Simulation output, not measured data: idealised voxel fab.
The process module presented herein is designated voxel gate over fins.
Shown is cross-section cut, with a width of 280 nm and square cells of size 5 nm.
When this document writes out a cross-section, it uses a grid of square cells and lists it as bands, beginning at the top and moving down, with a band standing for one or more rows of cells. Band: top and bottom heights (nm) first, top before bottom; then materials from left to right, widths in nm. "everywhere" marks a sole material filling the band edge to edge. "empty" denotes empty space. Height reference: 0 = level under which incoming wafer is all one material. Lowest band: no bottom, runs on downward, e.g. "0 -> down". Quick explanation for "30->40": the width changes in equal steps down the rows of cells, from the first number in the band's top row to the second number in its bottom row. When a step is marked "remains unaltered", none of the cells in the cross-section changed during that step. If an empty space has no open way to the top and is at least 8 cells in size, "Sealed void list" lists it, written width x height at distance, where distance is measured from the left edge and every value is in nm. It should be noted that, on the line of a given step, the content following the step's settings is a remark produced by the simulator itself with respect to that step. "overlay nm", when on a step's line for a step with a mask, measures how far to the right of its planned place the mask lay; a negative measure means to the left.
## Planned step list for the process
1. RECEIVE (material Si)
2. CONFORMAL_DEP (material SiN; thk nm 10)
3. PATTERN (tone cover; mask id FINS; material resist; width nm 15; pitch nm 45; thk nm 20; overlay nm 0)
4. DIRECTIONAL_ETCH (etch materials SiN; depth nm 10)
5. DIRECTIONAL_ETCH (etch materials Si; depth nm 35)
6. STRIP (etch materials resist)
7. OXIDIZE (depth nm 5)
8. FILL_DEP (material SiO2; thk nm 10)
9. CMP (height nm 10)
10. SELECTIVE_ETCH (etch materials SiO2; depth nm 20)
11. STRIP (etch materials SiN)
12. CONFORMAL_DEP (material HfO2; thk nm 5)
13. CONFORMAL_DEP (material TiN; thk nm 5)
14. CONFORMAL_DEP (material TiAl; thk nm 5)
15. CONFORMAL_DEP (material TiN; thk nm 5)
16. FILL_DEP (material W; thk nm 10)
17. CMP (height nm 25)
18. CONFORMAL_DEP (material SiN; thk nm 10)
## Received-state cross-section, reflecting completion of step 1
* 0 -> down  Si everywhere
* Sealed void list: none
## First of two wafers: cross-section at end of module, run per plan
* 35 -> 25  SiN everywhere
* 25 -> 20  W everywhere
* 20 -> 15  W (95) | TiN (90) | W (95)
* 15 -> 10  W (95) | TiN (5) | TiAl (35) | TiN (10) | TiAl (35) | TiN (5) | W (95)
* 10 -> 5  TiN (100) | TiAl (5) | TiN (25) | TiAl (5) | TiN (10) | TiAl (5) | TiN (25) | TiAl (5) | TiN (100)
* 5 -> 0  TiAl (105) | TiN (5) | HfO2 (15) | TiN (5) | TiAl (20) | TiN (5) | HfO2 (15) | TiN (5) | TiAl (105)
* 0 -> -5  TiN (110) | HfO2 (5) | Si (5) | HfO2 (5) | TiN (30) | HfO2 (5) | Si (5) | HfO2 (5) | TiN (110)
* -5 -> -10  HfO2 (115) | Si (5) | HfO2 (40) | Si (5) | HfO2 (115)
* -10 -> -40  SiO2 (115) | Si (5) | SiO2 (40) | Si (5) | SiO2 (115)
* -40 -> down  Si everywhere
* Sealed void list: none
## Second wafer of the two, sectioned at the end of the module. It began like the first and followed the same plan, but one mistake was made while running it
* 35 -> 25  SiN everywhere
* 25 -> 20  W everywhere
* 20 -> 15  W (95) | TiN (95) | W (90)
* 15 -> 10  W (95) | TiN (5) | TiAl (40) | TiN (5) | TiAl (40) | TiN (5) | W (90)
* 10 -> 5  TiN (100) | TiAl (5) | TiN (30) | TiAl (5) | TiN (5) | TiAl (5) | TiN (30) | TiAl (5) | TiN (95)
* 5 -> 0  TiAl (105) | TiN (5) | HfO2 (20) | TiN (5) | TiAl (15) | TiN (5) | HfO2 (20) | TiN (5) | TiAl (100)
* 0 -> -5  TiN (110) | HfO2 (5) | Si (10) | HfO2 (5) | TiN (25) | HfO2 (5) | Si (10) | HfO2 (5) | TiN (105)
* -5 -> -10  HfO2 (115) | Si (10) | HfO2 (35) | Si (10) | HfO2 (110)
* -10 -> -40  SiO2 (115) | Si (10) | SiO2 (35) | Si (10) | SiO2 (110)
* -40 -> down  Si everywhere
* Sealed void list: none
Deviation noted in wafer processing: for step 3, the planned setting was not used; the step was instead run as PATTERN (tone cover; mask id FINS; material resist; width nm 20; pitch nm 45; thk nm 20; overlay nm 0)
Final difference in cells, second wafer against first, listed per material as more or fewer: 16 more of Si; 12 fewer of SiO2; 2 fewer of TiN; 2 fewer of W
